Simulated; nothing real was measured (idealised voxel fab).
The process module that follows is named voxel gate over fins.
Section shown: cut. Width: 230 nm. Cell size: 5 nm, square.
Cross-section layout: square cells on a grid; listed as bands, top to bottom; a band spans one or more cell rows.
In this notation a band is specified by the heights of its top and bottom, in that order and in nm, after which its materials appear from left to right, each paired with its width in nm. The word "everywhere" attached to a single material means that material fills the band from edge to edge; the word "air" stands for empty space.
Heights from 0 (as-received wafer is one material below). Bottom band endless downward, as "0 and below".
Width "30..40": first value at the band's top row of cells, second value at its bottom row, equal change from row to row.
Step marked "identical to before"? Then no cell in the cross-section changed in it.
Voids not open to the top, 8 cells minimum: see "Enclosed internal cavities". Written width x height at distance; distance is from the left edge; nm.
Formally, on a step line, whatever follows the settings is a remark that the simulator itself makes on the step.
When a step includes a mask, the "overlay nm" setting on its line states how far to the right of its planned place that mask lay, and negative values state how far to the left.

THE FOLLOWING LIST GIVES THE PLANNED PROCESS STEPS
1 op RECEIVE | material Si
2 op CONFORMAL_DEP | material SiN | thk nm 5
3 op MASKED_ETCH | tone cover | mask id FINS | width nm 15 | pitch nm 45 | etch materials SiN | depth nm 5 | overlay nm 0
4 op MASKED_ETCH | tone cover | mask id FINS | width nm 15 | pitch nm 45 | etch materials Si | depth nm 40 | overlay nm 0
5 op FILL_DEP | material SiO2 | thk nm 5
6 op CMP | height nm 5
7 op SELECTIVE_ETCH | etch materials SiO2 | depth nm 15
8 op STRIP | etch materials SiN
9 op CONFORMAL_DEP | material HfO2 | thk nm 5
10 op CONFORMAL_DEP | material TiN | thk nm 5
11 op FILL_DEP | material W | thk nm 10
12 op CMP | height nm 15
13 op CONFORMAL_DEP | material SiCN | thk nm 5

DELIVERED WAFER IN CROSS-SECTION: STATE AFTER STEP 1
- 0 and below: Si everywhere
- Enclosed internal cavities: none

CROSS-SECTION: FIRST OF TWO WAFERS, MODULE FINISHED, RUN ACCORDING TO PLAN
- 20 down to 15: SiCN everywhere
- 15 down to 10: W everywhere
- 10 down to 5: 75 W | 35 TiN | 10 W | 35 TiN | 75 W
- 5 down to 0: 75 W | 5 TiN | 25 HfO2 | 5 TiN | 10 W | 5 TiN | 25 HfO2 | 5 TiN | 75 W
- 0 down to -5: 80 TiN | 5 HfO2 | 15 Si | 5 HfO2 | 20 TiN | 5 HfO2 | 15 Si | 5 HfO2 | 80 TiN
- -5 down to -10: 85 HfO2 | 15 Si | 30 HfO2 | 15 Si | 85 HfO2
- -10 down to -40: 85 SiO2 | 15 Si | 30 SiO2 | 15 Si | 85 SiO2
- -40 and below: Si everywhere
- Enclosed internal cavities: none

CROSS-SECTION OF THE LATTER OF THE TWO WAFERS AT MODULE COMPLETION. IT HAD AN IDENTICAL START AND AN IDENTICAL PLAN TO THE FORMER; IN RUNNING IT, ONE MISTAKE WAS MADE
- 20 down to 15: SiCN everywhere
- 15 down to 10: W everywhere
- 10 down to 5: 75 W | 35 TiN | 10 W | 35 TiN | 75 W
- 5 down to 0: 75 W | 5 TiN | 25 HfO2 | 5 TiN | 10 W | 5 TiN | 25 HfO2 | 5 TiN | 75 W
- 0 down to -15: 75 W | 5 TiN | 5 HfO2 | 15 Si | 5 HfO2 | 5 TiN | 10 W | 5 TiN | 5 HfO2 | 15 Si | 5 HfO2 | 5 TiN | 75 W
- -15 down to -20: 80 TiN | 5 HfO2 | 15 Si | 5 HfO2 | 20 TiN | 5 HfO2 | 15 Si | 5 HfO2 | 80 TiN
- -20 down to -25: 85 HfO2 | 15 Si | 30 HfO2 | 15 Si | 85 HfO2
- -25 down to -40: 85 SiO2 | 15 Si | 30 SiO2 | 15 Si | 85 SiO2
- -40 and below: Si everywhere
- Enclosed internal cavities: none
what went wrong: step 7, plan: ran twice
Count the cells at the end and the second wafer has more or fewer of some materials than the first: 12 more of HfO2 | 120 fewer of SiO2 | 12 more of TiN | 96 more of W
